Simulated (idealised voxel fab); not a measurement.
The document below concerns the process module designated voxel released beams.
Square cells of 5 nm make up the cross-section cut, whose width is 200 nm.
Reading order for cross-sections: top band down to bottom band. Underlying form: a grid of square cells. Band size: one or more rows of cells. Heads up on the band format: heights come first, top then bottom, in nm. After that it's the materials left to right, each with its width in nm. A single material flagged "throughout" fills the whole band edge to edge, and "empty" means there's empty space there. Note: height 0 marks the level under which the wafer is uniformly one material as received. Lowest band unbounded below, written "0 down". Width "30->40": first value at the band's top row of cells, second value at its bottom row, equal change from row to row. Given "nothing got changed" for a step, no cell of the cross-section differs between before and after that step. Entry "Closed cavities" = empty spaces >= 8 cells with no open way to the top; each as width x height at distance, distance from left edge, all nm. Note: text after step settings on the step line = simulator remark on that step. A step's line can hold "overlay nm"; with a mask on that step, the setting says how far right of the planned place the mask lay, while a negative setting says it lay to the left.
[Planned step list for the process]
1: op RECEIVE | material Si
2: op CONFORMAL_DEP | material SiN | thk nm 10
3: op DIRECTIONAL_DEP | material SiO2 | thk nm 20
4: op MASKED_ETCH | tone open | mask id ANCHOR | width nm 30 | etch materials SiO2 | depth nm 20 | overlay nm 0
5: op CONFORMAL_DEP | material TiN | thk nm 10
6: op DIRECTIONAL_DEP | material aC | thk nm 15
7: op PATTERN | tone cover | mask id BEAM | material resist | width nm 100 | thk nm 30 | overlay nm 0
8: op DIRECTIONAL_ETCH | etch materials aC | depth nm 15
9: op STRIP | etch materials resist
10: op DIRECTIONAL_ETCH | etch materials TiN | depth nm 10
11: op STRIP | etch materials aC
12: op STRIP | etch materials SiO2
[Shown in cross-section is the wafer as received, that is, as it stands after step 1]
	0 down = Si throughout
	Closed cavities: none
[First wafer of two, sectioned at end of module; run went per plan]
	40 to 30 = 45 nm empty | 15 nm TiN | 10 nm empty | 75 nm TiN | 55 nm empty
	30 to 20 = 50 nm empty | 10 nm TiN | 10 nm empty | 10 nm TiN | 120 nm empty
	20 to 10 = 50 nm empty | 30 nm TiN | 120 nm empty
	10 to 0 = SiN throughout
	0 down = Si throughout
	Closed cavities: none
[Cross-sectional view of the second of two wafers upon completion of the module. This wafer shared its starting condition and process plan with the first; one error was made during its execution]
	40 to 30 = 55 nm empty | 5 nm TiN | 10 nm empty | 85 nm TiN | 45 nm empty
	30 to 20 = 50 nm empty | 10 nm TiN | 10 nm empty | 10 nm TiN | 120 nm empty
	20 to 10 = 50 nm empty | 30 nm TiN | 120 nm empty
	10 to 0 = SiN throughout
	0 down = Si throughout
	Closed cavities: none
Deviation from plan: step 7 did not happen as planned, as run it was op PATTERN | tone cover | mask id BEAM | material resist | width nm 100 | thk nm 30 | overlay nm 10
End check, second vs first wafer: material counts in cells match, positions do not.
